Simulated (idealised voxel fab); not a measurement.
Process module name: voxel quadruple lines
Square cells of 5 nm make up the cross-section cut, whose width is 285 nm.
Cross-section = grid of square cells, listed top down in bands; band = one or more rows.
The band entry comprises the height of the band's top followed by the height of its bottom, expressed in nm, and subsequently the band's materials from left to right, each stated together with its width in nm. Where a single material is marked with the word "everywhere", that material fills the band from edge to edge. The word "empty" represents empty space.
Zero point of the height axis is 0; under it, received wafer = one material. Lowest band: continues down indefinitely, "0 down".
A width such as "30->40" changes by the same amount from each row of cells to the next, from the band's top row to its bottom row.
Given "remained unchanged" for a step, no cell of the cross-section differs between before and after that step.
Entry "Voids lacking openings". Content: empty spaces with no open connection to the top, size 8 cells or greater. Each: width x height at distance. Distance: from left edge. Unit: nm.
after a step's settings: what the simulator itself notes on the step
"overlay nm" on a masked step: distance the mask lay right of its planned place, negative for left.
Process steps - plan
- 1: RECEIVE [material Si]
- 2: CONFORMAL_DEP [material SiO2] [thk nm 10]
- 3: DIRECTIONAL_DEP [material TiN] [thk nm 10]
- 4: DIRECTIONAL_DEP [material polySi] [thk nm 15]
- 5: DIRECTIONAL_DEP [material aC] [thk nm 25]
- 6: PATTERN [tone cover] [mask id MANDREL] [material resist] [width nm 25] [thk nm 35] [overlay nm 0]
- 7: DIRECTIONAL_ETCH [etch materials aC] [depth nm 25]
- 8: STRIP [etch materials resist]
- 9: CONFORMAL_DEP [material SiO2] [thk nm 15]
- 10: DIRECTIONAL_ETCH [etch materials SiO2] [depth nm 15]
- 11: STRIP [etch materials aC]
- 12: DIRECTIONAL_ETCH [etch materials polySi] [depth nm 15]
- 13: STRIP [etch materials SiO2]
- 14: CONFORMAL_DEP [material SiN] [thk nm 5]
- 15: DIRECTIONAL_ETCH [etch materials SiN] [depth nm 5]
- 16: STRIP [etch materials polySi]
- 17: DIRECTIONAL_ETCH [etch materials TiN] [depth nm 10]
- 18: STRIP [etch materials SiN]
Cross-section: wafer on arrival = after step 1
* 0 down = Si everywhere
* Voids lacking openings: none
Same starting wafer, same plan as above, one mistake in the execution; this is the cross-section at the end of the module
* 10 to 0 = empty: 110, then TiN: 5, then empty: 15, then TiN: 5, then empty: 15, then TiN: 5, then empty: 15, then TiN: 5, then empty: 110
* 0 down = Si everywhere
* Voids lacking openings: none
Where did the run depart from the plan? plan step 2 skipped
